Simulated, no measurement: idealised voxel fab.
The following is a process module called voxel ribs on slabs.
This is section cut - it's 250 nm across, gridded in 5 nm square cells.
Format of a cross-section: grid, square cells. Given as bands. Order: top down. Band: one or more rows of cells.
Look at the band entry: it leads with the top's height and the bottom's height in nm. Then it lists the materials left to right, with a width in nm for each. The word "all across" on a single material says that material fills the band edge to edge. The word "air" is empty space.
All heights in this document are referenced to 0, defined as the level beneath which the wafer, as received, consists entirely of one material. The lowest band is not bounded below; it extends indefinitely downward and is written in the form "top 0, no bottom".
Per-row width for "30..40": begins at first number (top row of band), ends at second number (bottom row), increment between rows held constant.
"no change" for a step: no cell of the cross-section changed in that step.
Entry "Closed void entries". Content: empty spaces with no open connection to the top, size 8 cells or greater. Each: width x height at distance. Distance: from left edge. Unit: nm.
Where a step's line continues beyond its settings, the continuation is a remark by the simulator itself on that step.
The optional step-line setting "overlay nm" applies to steps with a mask and quantifies how far to the right of its planned location the mask lay, a negative value indicating leftward placement.
# Set out below are the planned steps of the process
1,op RECEIVE | material Si
2,op DIRECTIONAL_DEP | material SiO2 | thk nm 20
3,op DIRECTIONAL_DEP | material polySi | thk nm 20
4,op MASKED_ETCH | tone cover | mask id RIB | width nm 20 | etch materials polySi | depth nm 5 | overlay nm -15
5,op DIRECTIONAL_DEP | material aC | thk nm 10
6,op PATTERN | tone cover | mask id SLAB | material resist | width nm 80 | thk nm 30 | overlay nm 0
7,op DIRECTIONAL_ETCH | etch materials aC | depth nm 10
8,op STRIP | etch materials resist
9,op DIRECTIONAL_ETCH | etch materials polySi | depth nm 15
10,op STRIP | etch materials aC
11,op FILL_DEP | material SiO2 | thk nm 30
12,op CMP | height nm 60
13,op DIRECTIONAL_DEP | material W | thk nm 5
14,op MASKED_ETCH | tone cover | mask id HEATER | width nm 30 | etch materials W | depth nm 5 | overlay nm 0
15,op CONFORMAL_DEP | material SiN | thk nm 10
Heads up: all these wafers start the same, and what changes between them is the overlay nm in step 4. The value you see in the plan is just what the first wafer got.
# As-received cross-section, first of several wafers, post step 1
* top 0, no bottom | Si all across
* Closed void entries: none
# The following table contains a row per wafer, in which are reported, at the conclusion of the module, the cells of each material gained (+) or lost (-) since the wafer's receipt, with its closed voids given thereafter
overlay nm -15, +104 SiN, +548 SiO2, +6 W, +52 polySi, Closed void entries: none
overlay nm -10, +104 SiN, +548 SiO2, +6 W, +52 polySi, Closed void entries: none
overlay nm -5, +104 SiN, +548 SiO2, +6 W, +52 polySi, Closed void entries: none
overlay nm 0, +104 SiN, +548 SiO2, +6 W, +52 polySi, Closed void entries: none
overlay nm 5, +104 SiN, +548 SiO2, +6 W, +52 polySi, Closed void entries: none
overlay nm 10, +104 SiN, +548 SiO2, +6 W, +52 polySi, Closed void entries: none
overlay nm 15, +104 SiN, +548 SiO2, +6 W, +52 polySi, Closed void entries: none
